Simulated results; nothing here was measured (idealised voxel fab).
Proc. module: voxel ribs on slabs
Square cell edge 5 nm, section width 235 nm, ID cut.
Cross-section spec: square-cell grid; bands listed top down; each band is one or more rows. First you get the band's top height and its bottom height, in nm, and then the materials it's made of, left to right, with each width in nm. If you see a single material with "all across", that one covers the band edge to edge. "blank" is empty space. Measure heights from 0. That's the level where, below it, the as-received wafer is all one material. The lowest band is bottomless and extends downward; write it as in "0 down". Think of "30->40" as a width that walks from the first number to the second as you go down the band, top row to bottom row, taking equal-sized steps from row to row. Any step labelled "identical to before" changed none of the cells in the cross-section. In "Fully sealed voids" the enclosed voids are listed, meaning empty spaces of 8 cells or larger without any opening to the top. The form is width x height at distance, distance from the left edge, units nm. If you see something after the settings on a step's line, that's the simulator's own remark about that step. Steps that use a mask can have "overlay nm" on their line. It says how far the mask sat to the right of where it was meant to be. Negative means to the left.

**The process steps that were planned are listed below**
1,RECEIVE (material Si)
2,DIRECTIONAL_DEP (material SiO2; thk nm 30)
3,DIRECTIONAL_DEP (material polySi; thk nm 15)
4,MASKED_ETCH (tone cover; mask id RIB; width nm 30; etch materials polySi; depth nm 10; overlay nm 0)
5,PATTERN (tone cover; mask id SLAB; material resist; width nm 90; thk nm 15; overlay nm 0)
6,DIRECTIONAL_ETCH (etch materials polySi; depth nm 5)
7,STRIP (etch materials resist)
8,FILL_DEP (material SiO2; thk nm 15)
9,CMP (height nm 55)
10,DIRECTIONAL_DEP (material TiN; thk nm 5)
11,DIRECTIONAL_DEP (material aC; thk nm 10)
12,PATTERN (tone cover; mask id HEATER; material resist; width nm 40; thk nm 25; overlay nm 0)
13,DIRECTIONAL_ETCH (etch materials aC; depth nm 10)
14,STRIP (etch materials resist)
15,DIRECTIONAL_ETCH (etch materials TiN; depth nm 5)
16,STRIP (etch materials aC)
17,CONFORMAL_DEP (material SiN; thk nm 10)

**Delivered wafer in cross-section: state after step 1**
* 0 down = Si all across
* Fully sealed voids: none

**Result of the module, cross-sectioned: start per above, plan per above, one error in how it was run**
* 75 to 65 = SiN all across
* 65 to 55 = TiN all across
* 55 to 45 = SiO2 all across
* 45 to 35 = 100 nm SiO2, then 30 nm polySi, then 105 nm SiO2
* 35 to 30 = 70 nm SiO2, then 90 nm polySi, then 75 nm SiO2
* 30 to 0 = SiO2 all across
* 0 down = Si all across
* Fully sealed voids: none
Against the plan, the run slipped here: step 11 did not happen as planned, as run it was DIRECTIONAL_DEP (material TiN; thk nm 10)
